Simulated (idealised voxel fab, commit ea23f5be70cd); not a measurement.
Process module under the name voxel fin reveal
This is section cut - it's 250 nm across, gridded in 5 nm square cells.
For the purposes of this document, a cross-section shall be understood as a grid of square cells, specified as bands listed in top-to-bottom order, each band consisting of one or more rows of cells. Basically the band line says how high the top is and how high the bottom is, in nm, and then what's in it from left to right, every material with its width in nm. Empty space shows up as "empty", and if a single material carries "all across" it runs the full band edge to edge. Height datum 0, below which the as-received substrate wafer is one material. Lowest band open at the bottom, running downward: "top 0, no bottom". It should be noted that a width expressed as "30..40" varies in equal increments from row to row of cells within the band, taking the value of the first number at the top row and that of the second number at the bottom row. You'll sometimes find "remained unchanged" written for a step, and that's the way of saying that nowhere in the cross-section did a cell change during that step. The list in "Trapped void list" covers empty spaces of 8 cells or more that cannot reach the top through any open way, and it gives each as width x height at distance; the distance is from the left edge, and width, height and distance are in nm. Read whatever lies past the settings on a step's line as the simulator's own remark about the step. overlay nm: mask right of planned place by this much (step with mask). Neg. = left.
This section lists the process steps that were planned
1 op RECEIVE | material Si
2 op CONFORMAL_DEP | material SiN | thk nm 5
3 op DIRECTIONAL_DEP | material aC | thk nm 15
4 op PATTERN | tone cover | mask id FINS | material resist | width nm 15 | pitch nm 35 | thk nm 35 | overlay nm 0
5 op DIRECTIONAL_ETCH | etch materials aC | depth nm 15
6 op STRIP | etch materials resist
7 op DIRECTIONAL_ETCH | etch materials SiN | depth nm 5
8 op DIRECTIONAL_ETCH | etch materials Si | depth nm 35
9 op STRIP | etch materials aC
10 op OXIDIZE | depth nm 5
11 op FILL_DEP | material SiO2 | thk nm 15
12 op CMP | height nm 5
13 op SELECTIVE_ETCH | etch materials SiO2 | depth nm 25
14 op STRIP | etch materials SiN
Cross-section of the wafer upon arrival, representing the state reached after step 1
	top 0, no bottom | Si all across
	Trapped void list: none
The first of two wafers, cross-sectioned at the end of the module, with the run proceeding as planned
	top 0, bottom -20 | empty (85), then Si (5), then empty (30), then Si (5), then empty (30), then Si (5), then empty (90)
	top -20, bottom -40 | SiO2 (85), then Si (5), then SiO2 (30), then Si (5), then SiO2 (30), then Si (5), then SiO2 (90)
	top -40, no bottom | Si all across
	Trapped void list: none
Cross-sectional image of the second wafer of the two following completion of the module. Starting state and process plan were the same as for the first wafer; one execution error occurred
	top 0, bottom -20 | empty (85), then Si (5), then empty (30), then Si (5), then empty (30), then Si (5), then empty (90)
	top -20, bottom -25 | SiO2 (55), then empty (30), then Si (5), then empty (30), then Si (5), then empty (30), then Si (5), then empty (30), then SiO2 (60)
	top -25, bottom -40 | SiO2 (85), then Si (5), then SiO2 (30), then Si (5), then SiO2 (30), then Si (5), then SiO2 (90)
	top -40, no bottom | Si all across
	Trapped void list: none
What was the processing mistake? steps 13 and 14 were swapped
In the final state, the cell counts of the second wafer exceed or fall short of those of the first for the following materials: 24 fewer of SiO2
